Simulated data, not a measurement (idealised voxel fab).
process module | voxel capacitor over wiring
cross-section cut | 160 nm wide | cells 5 nm
A cross-section is a grid of square cells, given in bands from the top down. A band is one or more rows of cells.
Each band's line starts with the height of the band's top and of its bottom, in nm. Then come its materials from left to right, each with its width in nm. One material with "throughout" fills the band from edge to edge. "air" is empty space.
Height 0 is the level under which the wafer as received is all one material. The lowest band goes on downwards, as in "0 down".
A width such as "30 to 40" changes by the same amount from each row of cells to the next, from the band's top row to its bottom row.
"no change" after a step means that no cell of the cross-section changed.
closed voids: empty space of 8 cells or more with no open way to the top, each as width x height at its distance from the left edge, in nm
after a step's settings: what the simulator itself notes on the step
overlay nm, on a step with a mask: how far to the right of its planned place the mask lay; to the left if negative
plan
1 op RECEIVE | material Si
2 op CONFORMAL_DEP | material SiO2 | thk nm 10
3 op CONFORMAL_DEP | material SiCN | thk nm 5
4 op DIRECTIONAL_DEP | material SiO2 | thk nm 25
5 op MASKED_ETCH | tone open | mask id METAL_1 | width nm 20 | pitch nm 75 | etch materials SiO2 | depth nm 25 | overlay nm 0
6 op MASKED_ETCH | tone open | mask id METAL_1 | width nm 20 | pitch nm 75 | etch materials SiCN | depth nm 5 | overlay nm 0
7 op CONFORMAL_DEP | material TiN | thk nm 5
8 op FILL_DEP | material Cu | thk nm 5
9 op CMP | height nm 40
10 op CONFORMAL_DEP | material SiCN | thk nm 5
11 op DIRECTIONAL_DEP | material lowk | thk nm 20
12 op DIRECTIONAL_DEP | material aC | thk nm 15
13 op PATTERN | tone open | mask id PLUG_1 | material resist | width nm 15 | thk nm 35 | overlay nm 0
14 op DIRECTIONAL_ETCH | etch materials aC | depth nm 15
15 op STRIP | etch materials resist
16 op DIRECTIONAL_ETCH | etch materials lowk | depth nm 20
17 op DIRECTIONAL_ETCH | etch materials SiCN | depth nm 5
18 op STRIP | etch materials aC
19 op EPI | material Ru | thk nm 10
20 op EPI | material Ru | thk nm 10
21 op EPI | material Ru | thk nm 5
22 op DIRECTIONAL_DEP | material TiN | thk nm 10
23 op DIRECTIONAL_DEP | material Al2O3 | thk nm 5
24 op DIRECTIONAL_DEP | material TiN | thk nm 5
25 op PATTERN | tone cover | mask id UPPER_PLATE | material resist | width nm 60 | thk nm 15 | overlay nm 0
26 op DIRECTIONAL_ETCH | etch materials TiN | depth nm 5
27 op DIRECTIONAL_ETCH | etch materials Al2O3 | depth nm 5
28 op STRIP | etch materials resist
29 op PATTERN | tone cover | mask id LOWER_PLATE | material resist | width nm 70 | thk nm 15 | overlay nm 0
30 op DIRECTIONAL_ETCH | etch materials TiN | depth nm 10
31 op STRIP | etch materials resist
32 op FILL_DEP | material SiO2 | thk nm 20
33 op CMP | height nm 100
34 op DIRECTIONAL_DEP | material aC | thk nm 15
35 op PATTERN | tone open | mask id PLUG_2 | material resist | width nm 15 | thk nm 30 | overlay nm 0
36 op DIRECTIONAL_ETCH | etch materials aC | depth nm 15
37 op STRIP | etch materials resist
38 op DIRECTIONAL_ETCH | etch materials SiO2 | depth nm 15
39 op STRIP | etch materials aC
40 op CONFORMAL_DEP | material TiN | thk nm 5
41 op FILL_DEP | material Cu | thk nm 5
42 op CMP | height nm 100
43 op CONFORMAL_DEP | material SiCN | thk nm 5
varied across the wafers: thk nm of step 24. The plan shows the first wafer's value. All wafers start alike
first wafer as received, after step 1
  0 down: Si throughout
  closed voids: none
first wafer at the end, after step 43
  105 to 100: SiCN throughout
  100 to 90: SiO2 45 | TiN 5 | Cu 5 | TiN 5 | SiO2 100
  90 to 80: SiO2 45 to 35 | TiN 15 to 60 | SiO2 100 to 65
  80 to 75: SiO2 35 | Al2O3 60 | SiO2 65
  75 to 65: SiO2 30 | TiN 70 | SiO2 60
  65 to 45: lowk 35 | Ru 15 | lowk 110
  45 to 40: SiCN 35 | Ru 15 | SiCN 110
  40 to 15: SiO2 30 | TiN 5 | Cu 10 | TiN 5 | SiO2 55 | TiN 5 | Cu 10 | TiN 5 | SiO2 35
  15 to 10: SiCN 30 | TiN 20 | SiCN 55 | TiN 20 | SiCN 35
  10 to 0: SiO2 throughout
  0 down: Si throughout
  closed voids: none
last wafer at the end
  105 to 100: SiCN throughout
  100 to 95: SiO2 35 | TiN 60 | SiO2 65
  95 to 85: SiO2 30 | TiN 70 | SiO2 60
  85 to 80: TiN throughout
  80 to 75: Al2O3 throughout
  75 to 65: TiN throughout
  65 to 45: lowk 35 | Ru 15 | lowk 110
  45 to 40: SiCN 35 | Ru 15 | SiCN 110
  40 to 15: SiO2 30 | TiN 5 | Cu 10 | TiN 5 | SiO2 55 | TiN 5 | Cu 10 | TiN 5 | SiO2 35
  15 to 10: SiCN 30 | TiN 20 | SiCN 55 | TiN 20 | SiCN 35
  10 to 0: SiO2 throughout
  0 down: Si throughout
  closed voids: none
each wafer at the end: cells of each material gained (+) or lost (-) since it was received, then its closed voids
thk nm 5 | +12 Al2O3 | +22 Cu | +15 Ru | +85 SiCN | +347 SiO2 | +75 TiN | +116 lowk | closed voids: none
thk nm 10 | +32 Al2O3 | +21 Cu | +15 Ru | +85 SiCN | +280 SiO2 | +123 TiN | +116 lowk | closed voids: none
thk nm 15 | +32 Al2O3 | +20 Cu | +15 Ru | +85 SiCN | +269 SiO2 | +135 TiN | +116 lowk | closed voids: none
thk nm 20 | +32 Al2O3 | +20 Cu | +15 Ru | +85 SiCN | +240 SiO2 | +164 TiN | +116 lowk | closed voids: none
